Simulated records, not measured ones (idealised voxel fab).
process module | voxel transistor to metal
cross-section cut | 265 nm wide | cells 5 nm
A cross-section is a grid of square cells, given in bands from the top down. A band is one or more rows of cells.
Each band's line starts with the height of the band's top and of its bottom, in nm. Then come its materials from left to right, each with its width in nm. One material with "throughout" fills the band from edge to edge. "air" is empty space.
Height 0 is the level under which the wafer as received is all one material. The lowest band goes on downwards, as in "0 down".
A width such as "30 to 40" changes by the same amount from each row of cells to the next, from the band's top row to its bottom row.
"no change" after a step means that no cell of the cross-section changed.
closed voids: empty space of 8 cells or more with no open way to the top, each as width x height at its distance from the left edge, in nm
after a step's settings: what the simulator itself notes on the step
overlay nm, on a step with a mask: how far to the right of its planned place the mask lay; to the left if negative
Each pair below shows a cross-section before one step and the cross-section after it, down to the lowest band that changed. The line under each pair gives the step between them, with its settings. The pairs can come from different runs of this module on the same starting wafer, so a pair continues from the pair above only where its "before" says so.
before
  45 to 40: TiN 25 | air 25 | TiN 35 | air 25 | TiN 45 | air 25 | TiN 35 | air 25 | TiN 25
  40 to 30: SiO2 20 | TiN 5 | air 25 | TiN 5 | SiO2 25 | TiN 5 | air 25 | TiN 5 | SiO2 35 | TiN 5 | air 25 | TiN 5 | SiO2 25 | TiN 5 | air 25 | TiN 5 | SiO2 20
  30 to 25: SiO2 20 | TiN 5 | air 15 | TiN 15 | SiO2 5 | SiCN 15 | SiO2 5 | TiN 15 | air 15 | TiN 5 | SiO2 35 | TiN 5 | air 15 | TiN 15 | SiO2 5 | SiCN 15 | SiO2 5 | TiN 15 | air 15 | TiN 5 | SiO2 20
  25 to 15: SiO2 20 | TiN 5 | air 15 | TiN 5 | SiN 10 | SiO2 5 | SiCN 15 | SiO2 5 | SiN 10 | TiN 5 | air 15 | TiN 5 | SiO2 35 | TiN 5 | air 15 | TiN 5 | SiN 10 | SiO2 5 | SiCN 15 | SiO2 5 | SiN 10 | TiN 5 | air 15 | TiN 5 | SiO2 20
  15 to 10: SiO2 20 | TiN 5 | air 15 | TiN 5 | SiN 10 | SiO2 5 | polySi 15 | SiO2 5 | SiN 10 | TiN 5 | air 15 | TiN 5 | SiO2 35 | TiN 5 | air 15 | TiN 5 | SiN 10 | SiO2 5 | polySi 15 | SiO2 5 | SiN 10 | TiN 5 | air 15 | TiN 5 | SiO2 20
  10 to 5: SiO2 20 | TiN 25 | SiN 10 | SiO2 5 | polySi 15 | SiO2 5 | SiN 10 | TiN 25 | SiO2 35 | TiN 25 | SiN 10 | SiO2 5 | polySi 15 | SiO2 5 | SiN 10 | TiN 25 | SiO2 20
  5 to -5: SiO2 30 | SiGe 15 | SiN 10 | SiO2 5 | polySi 15 | SiO2 5 | SiN 10 | SiGe 15 | SiO2 55 | SiGe 15 | SiN 10 | SiO2 5 | polySi 15 | SiO2 5 | SiN 10 | SiGe 15 | SiO2 30
  -5 to -10: SiO2 30 | SiGe 15 | SiO2 45 | SiGe 15 | SiO2 55 | SiGe 15 | SiO2 45 | SiGe 15 | SiO2 30
  -10 to -25: SiO2 20 | SiGe 25 | Si 45 | SiGe 25 | SiO2 35 | SiGe 25 | Si 45 | SiGe 25 | SiO2 20
  -25 to -40: SiO2 20 | Si 95 | SiO2 35 | Si 95 | SiO2 20
  -40 down: Si throughout
  closed voids: none
after
  55 to 45: Ru throughout
  45 to 40: TiN 25 | Ru 25 | TiN 35 | Ru 25 | TiN 45 | Ru 25 | TiN 35 | Ru 25 | TiN 25
  40 to 30: SiO2 20 | TiN 5 | Ru 25 | TiN 5 | SiO2 25 | TiN 5 | Ru 25 | TiN 5 | SiO2 35 | TiN 5 | Ru 25 | TiN 5 | SiO2 25 | TiN 5 | Ru 25 | TiN 5 | SiO2 20
  30 to 25: SiO2 20 | TiN 5 | Ru 15 | TiN 15 | SiO2 5 | SiCN 15 | SiO2 5 | TiN 15 | Ru 15 | TiN 5 | SiO2 35 | TiN 5 | Ru 15 | TiN 15 | SiO2 5 | SiCN 15 | SiO2 5 | TiN 15 | Ru 15 | TiN 5 | SiO2 20
  25 to 15: SiO2 20 | TiN 5 | Ru 15 | TiN 5 | SiN 10 | SiO2 5 | SiCN 15 | SiO2 5 | SiN 10 | TiN 5 | Ru 15 | TiN 5 | SiO2 35 | TiN 5 | Ru 15 | TiN 5 | SiN 10 | SiO2 5 | SiCN 15 | SiO2 5 | SiN 10 | TiN 5 | Ru 15 | TiN 5 | SiO2 20
  15 to 10: SiO2 20 | TiN 5 | Ru 15 | TiN 5 | SiN 10 | SiO2 5 | polySi 15 | SiO2 5 | SiN 10 | TiN 5 | Ru 15 | TiN 5 | SiO2 35 | TiN 5 | Ru 15 | TiN 5 | SiN 10 | SiO2 5 | polySi 15 | SiO2 5 | SiN 10 | TiN 5 | Ru 15 | TiN 5 | SiO2 20
  below 10: unchanged
  closed voids: none
the step between: op FILL_DEP | material Ru | thk nm 10
before: the cross-section after the pair above
after
  40 to 30: SiO2 20 | TiN 5 | Ru 25 | TiN 5 | SiO2 25 | TiN 5 | Ru 25 | TiN 5 | SiO2 35 | TiN 5 | Ru 25 | TiN 5 | SiO2 25 | TiN 5 | Ru 25 | TiN 5 | SiO2 20
  below 30: unchanged
  closed voids: none
the step between: op CMP | height nm 40
before: the cross-section after the pair above
after
  45 to 40: SiN throughout
  below 40: unchanged
  closed voids: none
the step between: op CONFORMAL_DEP | material SiN | thk nm 5
before: the cross-section after the pair above
after
  65 to 45: SiO2 throughout
  below 45: unchanged
  closed voids: none
the step between: op DIRECTIONAL_DEP | material SiO2 | thk nm 20
before: the cross-section after the pair above
after
  65 to 45: SiO2 20 | air 20 | SiO2 55 | air 20 | SiO2 35 | air 20 | SiO2 55 | air 20 | SiO2 20
  below 45: unchanged
  closed voids: none
the step between: op MASKED_ETCH | tone open | mask id METAL_1 | width nm 20 | etch materials SiO2 | depth nm 20 | overlay nm 0
before: the cross-section after the pair above
after
  65 to 45: SiO2 20 | air 20 | SiO2 55 | air 20 | SiO2 35 | air 20 | SiO2 55 | air 20 | SiO2 20
  45 to 40: SiN 20 | air 20 | SiN 55 | air 20 | SiN 35 | air 20 | SiN 55 | air 20 | SiN 20
  below 40: unchanged
  closed voids: none
the step between: op MASKED_ETCH | tone open | mask id METAL_1 | width nm 20 | etch materials SiN | depth nm 5 | overlay nm 0
before: the cross-section after the pair above
after
  70 to 65: TiN 25 | air 10 | TiN 65 | air 10 | TiN 45 | air 10 | TiN 65 | air 10 | TiN 25
  65 to 45: SiO2 20 | TiN 5 | air 10 | TiN 5 | SiO2 55 | TiN 5 | air 10 | TiN 5 | SiO2 35 | TiN 5 | air 10 | TiN 5 | SiO2 55 | TiN 5 | air 10 | TiN 5 | SiO2 20
  45 to 40: SiN 20 | TiN 20 | SiN 55 | TiN 20 | SiN 35 | TiN 20 | SiN 55 | TiN 20 | SiN 20
  below 40: unchanged
  closed voids: none
the step between: op CONFORMAL_DEP | material TiN | thk nm 5
before: the cross-section after the pair above
after
  80 to 70: Cu throughout
  70 to 65: TiN 25 | Cu 10 | TiN 65 | Cu 10 | TiN 45 | Cu 10 | TiN 65 | Cu 10 | TiN 25
  65 to 45: SiO2 20 | TiN 5 | Cu 10 | TiN 5 | SiO2 55 | TiN 5 | Cu 10 | TiN 5 | SiO2 35 | TiN 5 | Cu 10 | TiN 5 | SiO2 55 | TiN 5 | Cu 10 | TiN 5 | SiO2 20
  below 45: unchanged
  closed voids: none
the step between: op FILL_DEP | material Cu | thk nm 10
before: the cross-section after the pair above
after
  65 to 45: SiO2 20 | TiN 5 | Cu 10 | TiN 5 | SiO2 55 | TiN 5 | Cu 10 | TiN 5 | SiO2 35 | TiN 5 | Cu 10 | TiN 5 | SiO2 55 | TiN 5 | Cu 10 | TiN 5 | SiO2 20
  below 45: unchanged
  closed voids: none
the step between: op CMP | height nm 65
before: the cross-section after the pair above
after
  70 to 65: SiCN throughout
  below 65: unchanged
  closed voids: none
the step between: op CONFORMAL_DEP | material SiCN | thk nm 5
before
  55 to 40: aC throughout
  40 to 30: SiO2 throughout
  30 to 15: SiO2 45 | SiN 10 | SiO2 5 | SiCN 15 | SiO2 5 | SiN 10 | SiO2 85 | SiN 10 | SiO2 5 | SiCN 15 | SiO2 5 | SiN 10 | SiO2 45
  15 to 5: SiO2 45 | SiN 10 | SiO2 5 | polySi 15 | SiO2 5 | SiN 10 | SiO2 85 | SiN 10 | SiO2 5 | polySi 15 | SiO2 5 | SiN 10 | SiO2 45
  5 to 0: SiO2 20 | SiGe 25 | SiN 10 | SiO2 5 | polySi 15 | SiO2 5 | SiN 10 | SiGe 25 | SiO2 35 | SiGe 25 | SiN 10 | SiO2 5 | polySi 15 | SiO2 5 | SiN 10 | SiGe 25 | SiO2 20
  0 to -5: SiO2 15 | SiN 10 | SiGe 20 | SiN 10 | SiO2 5 | polySi 15 | SiO2 5 | SiN 10 | SiGe 20 | SiN 10 | SiO2 25 | SiN 10 | SiGe 20 | SiN 10 | SiO2 5 | polySi 15 | SiO2 5 | SiN 10 | SiGe 20 | SiN 10 | SiO2 15
  -5 to -10: SiO2 25 | SiGe 20 | SiO2 45 | SiGe 20 | SiO2 45 | SiGe 20 | SiO2 45 | SiGe 20 | SiO2 25
  -10 to -25: SiO2 20 | Si 5 | SiGe 20 | Si 45 | SiGe 20 | Si 5 | SiO2 35 | Si 5 | SiGe 20 | Si 45 | SiGe 20 | Si 5 | SiO2 20
  -25 to -40: SiO2 20 | Si 95 | SiO2 35 | Si 95 | SiO2 20
  -40 down: Si throughout
  closed voids: none
after
  90 to 55: resist 20 | air 40 | resist 20 | air 40 | resist 30 | air 40 | resist 20 | air 40 | resist 15
  below 55: unchanged
  closed voids: none
the step between: op PATTERN | tone open | mask id CONTACT | material resist | width nm 40 | thk nm 35 | overlay nm 0
before: the cross-section after the pair above
after
  75 to 55: resist 20 | air 40 | resist 20 | air 40 | resist 30 | air 40 | resist 20 | air 40 | resist 15
  55 to 40: aC 20 | air 40 | aC 20 | air 40 | aC 30 | air 40 | aC 20 | air 40 | aC 15
  below 40: unchanged
  closed voids: none
the step between: op DIRECTIONAL_ETCH | etch materials aC | depth nm 15
before: the cross-section after the pair above
after
  55 to 40: aC 20 | air 40 | aC 20 | air 40 | aC 30 | air 40 | aC 20 | air 40 | aC 15
  below 40: unchanged
  closed voids: none
the step between: op STRIP | etch materials resist
before: the cross-section after the pair above
after
  55 to 40: aC 20 | air 40 | aC 20 | air 40 | aC 30 | air 40 | aC 20 | air 40 | aC 15
  40 to 30: SiO2 20 | air 40 | SiO2 20 | air 40 | SiO2 30 | air 40 | SiO2 20 | air 40 | SiO2 15
  30 to 15: SiO2 20 | air 25 | SiN 10 | air 5 | SiCN 15 | SiO2 5 | SiN 10 | air 30 | SiO2 30 | air 25 | SiN 10 | air 5 | SiCN 15 | SiO2 5 | SiN 10 | air 30 | SiO2 15
  15 to 5: SiO2 20 | air 25 | SiN 10 | air 5 | polySi 15 | SiO2 5 | SiN 10 | air 30 | SiO2 30 | air 25 | SiN 10 | air 5 | polySi 15 | SiO2 5 | SiN 10 | air 30 | SiO2 15
  below 5: unchanged
  closed voids: none
the step between: op DIRECTIONAL_ETCH | etch materials SiO2 | depth nm 35
before: the cross-section after the pair above
after
  40 to 30: SiO2 20 | air 40 | SiO2 20 | air 40 | SiO2 30 | air 40 | SiO2 20 | air 40 | SiO2 15
  below 30: unchanged
  closed voids: none
the step between: op STRIP | etch materials aC
before: the cross-section after the pair above
after
  45 to 40: TiN 25 | air 30 | TiN 30 | air 30 | TiN 40 | air 30 | TiN 30 | air 30 | TiN 20
  40 to 30: SiO2 20 | TiN 5 | air 30 to 15 | TiN 5 to 20 | SiO2 20 | TiN 5 to 15 | air 30 to 20 | TiN 5 | SiO2 30 | TiN 5 | air 30 to 15 | TiN 5 to 20 | SiO2 20 | TiN 5 to 15 | air 30 to 20 | TiN 5 | SiO2 15
  30 to 15: SiO2 20 | TiN 5 | air 15 | TiN 5 | SiN 10 | TiN 5 | SiCN 15 | SiO2 5 | SiN 10 | TiN 5 | air 20 | TiN 5 | SiO2 30 | TiN 5 | air 15 | TiN 5 | SiN 10 | TiN 5 | SiCN 15 | SiO2 5 | SiN 10 | TiN 5 | air 20 | TiN 5 | SiO2 15
  15 to 10: SiO2 20 | TiN 5 | air 15 | TiN 5 | SiN 10 | TiN 5 | polySi 15 | SiO2 5 | SiN 10 | TiN 5 | air 20 | TiN 5 | SiO2 30 | TiN 5 | air 15 | TiN 5 | SiN 10 | TiN 5 | polySi 15 | SiO2 5 | SiN 10 | TiN 5 | air 20 | TiN 5 | SiO2 15
  10 to 5: SiO2 20 | TiN 25 | SiN 10 | TiN 5 | polySi 15 | SiO2 5 | SiN 10 | TiN 30 | SiO2 30 | TiN 25 | SiN 10 | TiN 5 | polySi 15 | SiO2 5 | SiN 10 | TiN 30 | SiO2 15
  below 5: unchanged
  closed voids: none
the step between: op CONFORMAL_DEP | material TiN | thk nm 5
before: the cross-section after the pair above
after
  55 to 45: Ru throughout
  45 to 40: TiN 25 | Ru 30 | TiN 30 | Ru 30 | TiN 40 | Ru 30 | TiN 30 | Ru 30 | TiN 20
  40 to 30: SiO2 20 | TiN 5 | Ru 30 to 15 | TiN 5 to 20 | SiO2 20 | TiN 5 to 15 | Ru 30 to 20 | TiN 5 | SiO2 30 | TiN 5 | Ru 30 to 15 | TiN 5 to 20 | SiO2 20 | TiN 5 to 15 | Ru 30 to 20 | TiN 5 | SiO2 15
  30 to 15: SiO2 20 | TiN 5 | Ru 15 | TiN 5 | SiN 10 | TiN 5 | SiCN 15 | SiO2 5 | SiN 10 | TiN 5 | Ru 20 | TiN 5 | SiO2 30 | TiN 5 | Ru 15 | TiN 5 | SiN 10 | TiN 5 | SiCN 15 | SiO2 5 | SiN 10 | TiN 5 | Ru 20 | TiN 5 | SiO2 15
  15 to 10: SiO2 20 | TiN 5 | Ru 15 | TiN 5 | SiN 10 | TiN 5 | polySi 15 | SiO2 5 | SiN 10 | TiN 5 | Ru 20 | TiN 5 | SiO2 30 | TiN 5 | Ru 15 | TiN 5 | SiN 10 | TiN 5 | polySi 15 | SiO2 5 | SiN 10 | TiN 5 | Ru 20 | TiN 5 | SiO2 15
  below 10: unchanged
  closed voids: none
the step between: op FILL_DEP | material Ru | thk nm 10
before: the cross-section after the pair above
after
  40 to 30: SiO2 20 | TiN 5 | Ru 30 to 15 | TiN 5 to 20 | SiO2 20 | TiN 5 to 15 | Ru 30 to 20 | TiN 5 | SiO2 30 | TiN 5 | Ru 30 to 15 | TiN 5 to 20 | SiO2 20 | TiN 5 to 15 | Ru 30 to 20 | TiN 5 | SiO2 15
  below 30: unchanged
  closed voids: none
the step between: op CMP | height nm 40
before: the cross-section after the pair above
after
  45 to 40: SiN throughout
  below 40: unchanged
  closed voids: none
the step between: op CONFORMAL_DEP | material SiN | thk nm 5
before: the cross-section after the pair above
after
  65 to 45: SiO2 throughout
  below 45: unchanged
  closed voids: none
the step between: op DIRECTIONAL_DEP | material SiO2 | thk nm 20
before: the cross-section after the pair above
after
  65 to 45: SiO2 20 | air 20 | SiO2 55 | air 20 | SiO2 35 | air 20 | SiO2 55 | air 20 | SiO2 20
  below 45: unchanged
  closed voids: none
the step between: op MASKED_ETCH | tone open | mask id METAL_1 | width nm 20 | etch materials SiO2 | depth nm 20 | overlay nm 0
before: the cross-section after the pair above
after
  65 to 45: SiO2 20 | air 20 | SiO2 55 | air 20 | SiO2 35 | air 20 | SiO2 55 | air 20 | SiO2 20
  45 to 40: SiN 20 | air 20 | SiN 55 | air 20 | SiN 35 | air 20 | SiN 55 | air 20 | SiN 20
  below 40: unchanged
  closed voids: none
the step between: op MASKED_ETCH | tone open | mask id METAL_1 | width nm 20 | etch materials SiN | depth nm 5 | overlay nm 0
before: the cross-section after the pair above
after
  70 to 65: TiN 25 | air 10 | TiN 65 | air 10 | TiN 45 | air 10 | TiN 65 | air 10 | TiN 25
  65 to 45: SiO2 20 | TiN 5 | air 10 | TiN 5 | SiO2 55 | TiN 5 | air 10 | TiN 5 | SiO2 35 | TiN 5 | air 10 | TiN 5 | SiO2 55 | TiN 5 | air 10 | TiN 5 | SiO2 20
  45 to 40: SiN 20 | TiN 20 | SiN 55 | TiN 20 | SiN 35 | TiN 20 | SiN 55 | TiN 20 | SiN 20
  below 40: unchanged
  closed voids: none
the step between: op CONFORMAL_DEP | material TiN | thk nm 5
before: the cross-section after the pair above
after
  80 to 70: Cu throughout
  70 to 65: TiN 25 | Cu 10 | TiN 65 | Cu 10 | TiN 45 | Cu 10 | TiN 65 | Cu 10 | TiN 25
  65 to 45: SiO2 20 | TiN 5 | Cu 10 | TiN 5 | SiO2 55 | TiN 5 | Cu 10 | TiN 5 | SiO2 35 | TiN 5 | Cu 10 | TiN 5 | SiO2 55 | TiN 5 | Cu 10 | TiN 5 | SiO2 20
  below 45: unchanged
  closed voids: none
the step between: op FILL_DEP | material Cu | thk nm 10
before: the cross-section after the pair above
after
  65 to 45: SiO2 20 | TiN 5 | Cu 10 | TiN 5 | SiO2 55 | TiN 5 | Cu 10 | TiN 5 | SiO2 35 | TiN 5 | Cu 10 | TiN 5 | SiO2 55 | TiN 5 | Cu 10 | TiN 5 | SiO2 20
  below 45: unchanged
  closed voids: none
the step between: op CMP | height nm 65
before: the cross-section after the pair above
after
  70 to 65: SiCN throughout
  below 65: unchanged
  closed voids: none
the step between: op CONFORMAL_DEP | material SiCN | thk nm 5
before
  55 to 40: aC throughout
  40 to 30: SiO2 throughout
  30 to 15: SiO2 45 | SiN 10 | SiO2 5 | SiCN 15 | SiO2 5 | SiN 10 | SiO2 85 | SiN 10 | SiO2 5 | SiCN 15 | SiO2 5 | SiN 10 | SiO2 45
  15 to 5: SiO2 45 | SiN 10 | SiO2 5 | polySi 15 | SiO2 5 | SiN 10 | SiO2 85 | SiN 10 | SiO2 5 | polySi 15 | SiO2 5 | SiN 10 | SiO2 45
  5 to 0: SiO2 20 | SiGe 25 | SiN 10 | SiO2 5 | polySi 15 | SiO2 5 | SiN 10 | SiGe 25 | SiO2 35 | SiGe 25 | SiN 10 | SiO2 5 | polySi 15 | SiO2 5 | SiN 10 | SiGe 25 | SiO2 20
  0 to -5: SiO2 15 | SiN 10 | SiGe 20 | SiN 10 | SiO2 5 | polySi 15 | SiO2 5 | SiN 10 | SiGe 20 | SiN 10 | SiO2 25 | SiN 10 | SiGe 20 | SiN 10 | SiO2 5 | polySi 15 | SiO2 5 | SiN 10 | SiGe 20 | SiN 10 | SiO2 15
  -5 to -10: SiO2 25 | SiGe 20 | SiO2 45 | SiGe 20 | SiO2 45 | SiGe 20 | SiO2 45 | SiGe 20 | SiO2 25
  -10 to -25: SiO2 20 | Si 5 | SiGe 20 | Si 45 | SiGe 20 | Si 5 | SiO2 35 | Si 5 | SiGe 20 | Si 45 | SiGe 20 | Si 5 | SiO2 20
  -25 to -40: SiO2 20 | Si 95 | SiO2 35 | Si 95 | SiO2 20
  -40 down: Si throughout
  closed voids: none
after
  90 to 55: resist 25 | air 35 | resist 25 | air 35 | resist 35 | air 35 | resist 25 | air 35 | resist 15
  below 55: unchanged
  closed voids: none
the step between: op PATTERN | tone open | mask id CONTACT | material resist | width nm 35 | thk nm 35 | overlay nm 5
before: the cross-section after the pair above
after
  75 to 55: resist 25 | air 35 | resist 25 | air 35 | resist 35 | air 35 | resist 25 | air 35 | resist 15
  55 to 40: aC 25 | air 35 | aC 25 | air 35 | aC 35 | air 35 | aC 25 | air 35 | aC 15
  below 40: unchanged
  closed voids: none
the step between: op DIRECTIONAL_ETCH | etch materials aC | depth nm 15
before: the cross-section after the pair above
after
  55 to 40: aC 25 | air 35 | aC 25 | air 35 | aC 35 | air 35 | aC 25 | air 35 | aC 15
  below 40: unchanged
  closed voids: none
the step between: op STRIP | etch materials resist
before: the cross-section after the pair above
after
  55 to 40: aC 25 | air 35 | aC 25 | air 35 | aC 35 | air 35 | aC 25 | air 35 | aC 15
  40 to 30: SiO2 25 | air 35 | SiO2 25 | air 35 | SiO2 35 | air 35 | SiO2 25 | air 35 | SiO2 15
  30 to 15: SiO2 25 | air 20 | SiN 10 | air 5 | SiCN 15 | SiO2 5 | SiN 10 | air 30 | SiO2 35 | air 20 | SiN 10 | air 5 | SiCN 15 | SiO2 5 | SiN 10 | air 30 | SiO2 15
  15 to 5: SiO2 25 | air 20 | SiN 10 | air 5 | polySi 15 | SiO2 5 | SiN 10 | air 30 | SiO2 35 | air 20 | SiN 10 | air 5 | polySi 15 | SiO2 5 | SiN 10 | air 30 | SiO2 15
  below 5: unchanged
  closed voids: none
the step between: op DIRECTIONAL_ETCH | etch materials SiO2 | depth nm 35
before: the cross-section after the pair above
after
  40 to 30: SiO2 25 | air 35 | SiO2 25 | air 35 | SiO2 35 | air 35 | SiO2 25 | air 35 | SiO2 15
  below 30: unchanged
  closed voids: none
the step between: op STRIP | etch materials aC
before: the cross-section after the pair above
after
  45 to 40: TiN 30 | air 25 | TiN 35 | air 25 | TiN 45 | air 25 | TiN 35 | air 25 | TiN 20
  40 to 30: SiO2 25 | TiN 5 | air 25 to 10 | TiN 5 to 20 | SiO2 25 | TiN 5 to 10 | air 25 to 20 | TiN 5 | SiO2 35 | TiN 5 | air 25 to 10 | TiN 5 to 20 | SiO2 25 | TiN 5 to 10 | air 25 to 20 | TiN 5 | SiO2 15
  30 to 15: SiO2 25 | TiN 5 | air 10 | TiN 5 | SiN 10 | TiN 5 | SiCN 15 | SiO2 5 | SiN 10 | TiN 5 | air 20 | TiN 5 | SiO2 35 | TiN 5 | air 10 | TiN 5 | SiN 10 | TiN 5 | SiCN 15 | SiO2 5 | SiN 10 | TiN 5 | air 20 | TiN 5 | SiO2 15
  15 to 10: SiO2 25 | TiN 5 | air 10 | TiN 5 | SiN 10 | TiN 5 | polySi 15 | SiO2 5 | SiN 10 | TiN 5 | air 20 | TiN 5 | SiO2 35 | TiN 5 | air 10 | TiN 5 | SiN 10 | TiN 5 | polySi 15 | SiO2 5 | SiN 10 | TiN 5 | air 20 | TiN 5 | SiO2 15
  10 to 5: SiO2 25 | TiN 20 | SiN 10 | TiN 5 | polySi 15 | SiO2 5 | SiN 10 | TiN 30 | SiO2 35 | TiN 20 | SiN 10 | TiN 5 | polySi 15 | SiO2 5 | SiN 10 | TiN 30 | SiO2 15
  below 5: unchanged
  closed voids: none
the step between: op CONFORMAL_DEP | material TiN | thk nm 5
before: the cross-section after the pair above
after
  55 to 45: Ru throughout
  45 to 40: TiN 30 | Ru 25 | TiN 35 | Ru 25 | TiN 45 | Ru 25 | TiN 35 | Ru 25 | TiN 20
  40 to 30: SiO2 25 | TiN 5 | Ru 25 to 10 | TiN 5 to 20 | SiO2 25 | TiN 5 to 10 | Ru 25 to 20 | TiN 5 | SiO2 35 | TiN 5 | Ru 25 to 10 | TiN 5 to 20 | SiO2 25 | TiN 5 to 10 | Ru 25 to 20 | TiN 5 | SiO2 15
  30 to 15: SiO2 25 | TiN 5 | Ru 10 | TiN 5 | SiN 10 | TiN 5 | SiCN 15 | SiO2 5 | SiN 10 | TiN 5 | Ru 20 | TiN 5 | SiO2 35 | TiN 5 | Ru 10 | TiN 5 | SiN 10 | TiN 5 | SiCN 15 | SiO2 5 | SiN 10 | TiN 5 | Ru 20 | TiN 5 | SiO2 15
  15 to 10: SiO2 25 | TiN 5 | Ru 10 | TiN 5 | SiN 10 | TiN 5 | polySi 15 | SiO2 5 | SiN 10 | TiN 5 | Ru 20 | TiN 5 | SiO2 35 | TiN 5 | Ru 10 | TiN 5 | SiN 10 | TiN 5 | polySi 15 | SiO2 5 | SiN 10 | TiN 5 | Ru 20 | TiN 5 | SiO2 15
  below 10: unchanged
  closed voids: none
the step between: op FILL_DEP | material Ru | thk nm 10
before: the cross-section after the pair above
after
  40 to 30: SiO2 25 | TiN 5 | Ru 25 to 10 | TiN 5 to 20 | SiO2 25 | TiN 5 to 10 | Ru 25 to 20 | TiN 5 | SiO2 35 | TiN 5 | Ru 25 to 10 | TiN 5 to 20 | SiO2 25 | TiN 5 to 10 | Ru 25 to 20 | TiN 5 | SiO2 15
  below 30: unchanged
  closed voids: none
the step between: op CMP | height nm 40
before: the cross-section after the pair above
after
  45 to 40: SiN throughout
  below 40: unchanged
  closed voids: none
the step between: op CONFORMAL_DEP | material SiN | thk nm 5
before: the cross-section after the pair above
after
  65 to 45: SiO2 throughout
  below 45: unchanged
  closed voids: none
the step between: op DIRECTIONAL_DEP | material SiO2 | thk nm 20
before: the cross-section after the pair above
after
  65 to 45: SiO2 20 | air 20 | SiO2 55 | air 20 | SiO2 35 | air 20 | SiO2 55 | air 20 | SiO2 20
  below 45: unchanged
  closed voids: none
the step between: op MASKED_ETCH | tone open | mask id METAL_1 | width nm 20 | etch materials SiO2 | depth nm 20 | overlay nm 0
before: the cross-section after the pair above
after
  65 to 45: SiO2 20 | air 20 | SiO2 55 | air 20 | SiO2 35 | air 20 | SiO2 55 | air 20 | SiO2 20
  45 to 40: SiN 20 | air 20 | SiN 55 | air 20 | SiN 35 | air 20 | SiN 55 | air 20 | SiN 20
  below 40: unchanged
  closed voids: none
the step between: op MASKED_ETCH | tone open | mask id METAL_1 | width nm 20 | etch materials SiN | depth nm 5 | overlay nm 0
before: the cross-section after the pair above
after
  70 to 65: TiN 25 | air 10 | TiN 65 | air 10 | TiN 45 | air 10 | TiN 65 | air 10 | TiN 25
  65 to 45: SiO2 20 | TiN 5 | air 10 | TiN 5 | SiO2 55 | TiN 5 | air 10 | TiN 5 | SiO2 35 | TiN 5 | air 10 | TiN 5 | SiO2 55 | TiN 5 | air 10 | TiN 5 | SiO2 20
  45 to 40: SiN 20 | TiN 20 | SiN 55 | TiN 20 | SiN 35 | TiN 20 | SiN 55 | TiN 20 | SiN 20
  below 40: unchanged
  closed voids: none
the step between: op CONFORMAL_DEP | material TiN | thk nm 5
before: the cross-section after the pair above
after
  80 to 70: Cu throughout
  70 to 65: TiN 25 | Cu 10 | TiN 65 | Cu 10 | TiN 45 | Cu 10 | TiN 65 | Cu 10 | TiN 25
  65 to 45: SiO2 20 | TiN 5 | Cu 10 | TiN 5 | SiO2 55 | TiN 5 | Cu 10 | TiN 5 | SiO2 35 | TiN 5 | Cu 10 | TiN 5 | SiO2 55 | TiN 5 | Cu 10 | TiN 5 | SiO2 20
  below 45: unchanged
  closed voids: none
the step between: op FILL_DEP | material Cu | thk nm 10
before: the cross-section after the pair above
after
  65 to 45: SiO2 20 | TiN 5 | Cu 10 | TiN 5 | SiO2 55 | TiN 5 | Cu 10 | TiN 5 | SiO2 35 | TiN 5 | Cu 10 | TiN 5 | SiO2 55 | TiN 5 | Cu 10 | TiN 5 | SiO2 20
  below 45: unchanged
  closed voids: none
the step between: op CMP | height nm 65
before: the cross-section after the pair above
after
  70 to 65: SiCN throughout
  below 65: unchanged
  closed voids: none
the step between: op CONFORMAL_DEP | material SiCN | thk nm 5
before
  40 to 30: SiO2 20 | TiN 5 | Ru 25 to 15 | TiN 5 to 15 | SiO2 25 | TiN 5 to 15 | Ru 25 to 15 | TiN 5 | SiO2 35 | TiN 5 | Ru 25 to 15 | TiN 5 to 15 | SiO2 25 | TiN 5 to 15 | Ru 25 to 15 | TiN 5 | SiO2 20
  30 to 15: SiO2 20 | TiN 5 | Ru 15 | TiN 5 | SiN 10 | SiO2 5 | SiCN 15 | SiO2 5 | SiN 10 | TiN 5 | Ru 15 | TiN 5 | SiO2 35 | TiN 5 | Ru 15 | TiN 5 | SiN 10 | SiO2 5 | SiCN 15 | SiO2 5 | SiN 10 | TiN 5 | Ru 15 | TiN 5 | SiO2 20
  15 to 10: SiO2 20 | TiN 5 | Ru 15 | TiN 5 | SiN 10 | SiO2 5 | polySi 15 | SiO2 5 | SiN 10 | TiN 5 | Ru 15 | TiN 5 | SiO2 35 | TiN 5 | Ru 15 | TiN 5 | SiN 10 | SiO2 5 | polySi 15 | SiO2 5 | SiN 10 | TiN 5 | Ru 15 | TiN 5 | SiO2 20
  10 to 5: SiO2 20 | TiN 25 | SiN 10 | SiO2 5 | polySi 15 | SiO2 5 | SiN 10 | TiN 25 | SiO2 35 | TiN 25 | SiN 10 | SiO2 5 | polySi 15 | SiO2 5 | SiN 10 | TiN 25 | SiO2 20
  5 to 0: SiO2 20 | SiGe 25 | SiN 10 | SiO2 5 | polySi 15 | SiO2 5 | SiN 10 | SiGe 25 | SiO2 35 | SiGe 25 | SiN 10 | SiO2 5 | polySi 15 | SiO2 5 | SiN 10 | SiGe 25 | SiO2 20
  0 to -5: SiO2 15 | SiN 10 | SiGe 20 | SiN 10 | SiO2 5 | polySi 15 | SiO2 5 | SiN 10 | SiGe 20 | SiN 10 | SiO2 25 | SiN 10 | SiGe 20 | SiN 10 | SiO2 5 | polySi 15 | SiO2 5 | SiN 10 | SiGe 20 | SiN 10 | SiO2 15
  -5 to -10: SiO2 25 | SiGe 20 | SiO2 45 | SiGe 20 | SiO2 45 | SiGe 20 | SiO2 45 | SiGe 20 | SiO2 25
  -10 to -25: SiO2 20 | Si 5 | SiGe 20 | Si 45 | SiGe 20 | Si 5 | SiO2 35 | Si 5 | SiGe 20 | Si 45 | SiGe 20 | Si 5 | SiO2 20
  -25 to -40: SiO2 20 | Si 95 | SiO2 35 | Si 95 | SiO2 20
  -40 down: Si throughout
  closed voids: none
after
  45 to 40: Cu throughout
  below 40: unchanged
  closed voids: none
the step between: op CONFORMAL_DEP | material Cu | thk nm 5
before: the cross-section after the pair above
after
  65 to 45: SiO2 throughout
  below 45: unchanged
  closed voids: none
the step between: op DIRECTIONAL_DEP | material SiO2 | thk nm 20
before: the cross-section after the pair above
after
  65 to 45: SiO2 20 | air 20 | SiO2 55 | air 20 | SiO2 35 | air 20 | SiO2 55 | air 20 | SiO2 20
  below 45: unchanged
  closed voids: none
the step between: op MASKED_ETCH | tone open | mask id METAL_1 | width nm 20 | etch materials SiO2 | depth nm 20 | overlay nm 0
